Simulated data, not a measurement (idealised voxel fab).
process module | voxel self aligned vias
cross-section cut | 165 nm wide | cells 5 nm
A cross-section is a grid of square cells, given in bands from the top down. A band is one or more rows of cells.
Each band's line starts with the height of the band's top and of its bottom, in nm. Then come its materials from left to right, each with its width in nm. One material with "throughout" fills the band from edge to edge. "air" is empty space.
Height 0 is the level under which the wafer as received is all one material. The lowest band goes on downwards, as in "0 down".
A width such as "30 to 40" changes by the same amount from each row of cells to the next, from the band's top row to its bottom row.
"no change" after a step means that no cell of the cross-section changed.
closed voids: empty space of 8 cells or more with no open way to the top, each as width x height at its distance from the left edge, in nm
after a step's settings: what the simulator itself notes on the step
overlay nm, on a step with a mask: how far to the right of its planned place the mask lay; to the left if negative
plan
1 op RECEIVE | material Si
2 op CONFORMAL_DEP | material SiO2 | thk nm 15
3 op CONFORMAL_DEP | material SiCN | thk nm 5
4 op DIRECTIONAL_DEP | material lowk | thk nm 20
5 op PATTERN | tone open | mask id LINES | material resist | width nm 20 | pitch nm 60 | thk nm 15 | overlay nm 0
6 op DIRECTIONAL_ETCH | etch materials lowk | depth nm 20
7 op STRIP | etch materials resist
8 op CONFORMAL_DEP | material TiN | thk nm 5
9 op FILL_DEP | material Ru | thk nm 10
10 op CMP | height nm 40
11 op SELECTIVE_ETCH | etch materials W Ru TiN | depth nm 5
12 op FILL_DEP | material SiN | thk nm 10
13 op CMP | height nm 40
14 op DIRECTIONAL_DEP | material lowk | thk nm 20
15 op MASKED_ETCH | tone open | mask id VIAS | width nm 40 | etch materials lowk | depth nm 20 | overlay nm 0
16 op MASKED_ETCH | tone open | mask id VIAS | width nm 40 | etch materials SiN | depth nm 5 | overlay nm 0
17 op CONFORMAL_DEP | material TiN | thk nm 5
18 op FILL_DEP | material W | thk nm 10
19 op CMP | height nm 60
20 op CONFORMAL_DEP | material SiCN | thk nm 5
as received, after step 1
  0 down: Si throughout
  closed voids: none
first wafer at the end, as planned
  65 to 60: SiCN throughout
  60 to 45: lowk 30 | TiN 5 | W 30 | TiN 5 | lowk 95
  45 to 40: lowk 30 | TiN 15 | W 10 | TiN 15 | lowk 95
  40 to 35: lowk 40 | TiN 20 | lowk 40 | SiN 20 | lowk 45
  35 to 25: lowk 40 | TiN 5 | Ru 10 | TiN 5 | lowk 40 | TiN 5 | Ru 10 | TiN 5 | lowk 45
  25 to 20: lowk 40 | TiN 20 | lowk 40 | TiN 20 | lowk 45
  20 to 15: SiCN throughout
  15 to 0: SiO2 throughout
  0 down: Si throughout
  closed voids: none
second wafer at the end: like start, like plan, one mistake
  65 to 60: SiCN throughout
  60 to 45: lowk 30 | TiN 5 | W 30 | TiN 5 | lowk 95
  45 to 40: lowk 30 | TiN 15 | W 10 | TiN 15 | lowk 95
  40 to 35: lowk 40 | TiN 20 | lowk 40 | SiN 20 | lowk 45
  35 to 25: lowk 40 | TiN 5 | Ru 10 | TiN 5 | lowk 40 | TiN 5 | Ru 10 | TiN 5 | lowk 45
  25 to 20: lowk 40 | TiN 20 | lowk 40 | TiN 20 | lowk 45
  20 to 5: SiO2 throughout
  5 to 0: SiCN throughout
  0 down: Si throughout
  closed voids: none
what went wrong: steps 2 and 3 were swapped
at the end the second wafer has, in cells: as many of each material as the first, in other places
